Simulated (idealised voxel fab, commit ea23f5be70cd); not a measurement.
The process module that follows is named voxel ribs on slabs.
Displayed cross-section: cut, width of 280 nm, square cells sized 5 nm.
A cross-section is written here as square cells arranged in a grid, and it is given in bands from the top down, each band taking up one or more rows of cells. Look at the band entry: it leads with the top's height and the bottom's height in nm. Then it lists the materials left to right, with a width in nm for each. The word "all across" on a single material says that material fills the band edge to edge. The word "air" is empty space. Height reference: 0 = level under which incoming wafer is all one material. Lowest band: no bottom, runs on downward, e.g. "top 0, no bottom". The notation "30 to 40" denotes a width that varies across the rows of cells in the band, beginning at the first number in the top row, finishing at the second number in the bottom row, and changing by an identical amount from each row to the next. The cross-section has no changed cell in any step marked "no change". So "Unvented cavities" is basically the list of trapped voids: any empty space of 8 cells or more that can't reach the top through an opening. They're written width x height at distance, the distance being from the left edge, and it's all nm. after a step's settings: what the simulator itself notes on the step. "overlay nm", when on a step's line for a step with a mask, measures how far to the right of its planned place the mask lay; a negative measure means to the left.
**The following list gives the planned process steps**
1. RECEIVE (material Si)
2. DIRECTIONAL_DEP (material SiO2; thk nm 25)
3. DIRECTIONAL_DEP (material SiN; thk nm 25)
4. MASKED_ETCH (tone cover; mask id RIB; width nm 15; etch materials SiN; depth nm 15; overlay nm 0)
5. PATTERN (tone cover; mask id SLAB; material resist; width nm 55; thk nm 20; overlay nm 0)
6. DIRECTIONAL_ETCH (etch materials SiN; depth nm 10)
7. STRIP (etch materials resist)
8. FILL_DEP (material SiO2; thk nm 20)
9. CMP (height nm 65)
10. DIRECTIONAL_DEP (material TiN; thk nm 10)
11. DIRECTIONAL_DEP (material aC; thk nm 15)
12. PATTERN (tone cover; mask id HEATER; material resist; width nm 25; thk nm 35; overlay nm 0)
13. DIRECTIONAL_ETCH (etch materials aC; depth nm 15)
14. STRIP (etch materials resist)
15. DIRECTIONAL_ETCH (etch materials TiN; depth nm 10)
16. STRIP (etch materials aC)
17. CONFORMAL_DEP (material SiN; thk nm 10)
**Delivered wafer in cross-section: state after step 1**
	top 0, no bottom | Si all across
	Unvented cavities: none
**Post-module cross-section: identical start and plan to those above, one misstep in execution**
	top 85, bottom 75 | air (115) / SiN (45) / air (120)
	top 75, bottom 65 | SiN (125) / TiN (25) / SiN (130)
	top 65, bottom 50 | SiO2 all across
	top 50, bottom 40 | SiO2 (110) / SiN (20) / SiO2 (15) / SiN (20) / SiO2 (115)
	top 40, bottom 35 | SiN (130) / SiO2 (15) / SiN (135)
	top 35, bottom 25 | SiN all across
	top 25, bottom 0 | SiO2 all across
	top 0, no bottom | Si all across
	Unvented cavities: none
Deviation noted in wafer processing: step 4 off recipe, ran as MASKED_ETCH (tone open; mask id RIB; width nm 15; etch materials SiN; depth nm 15; overlay nm 0)
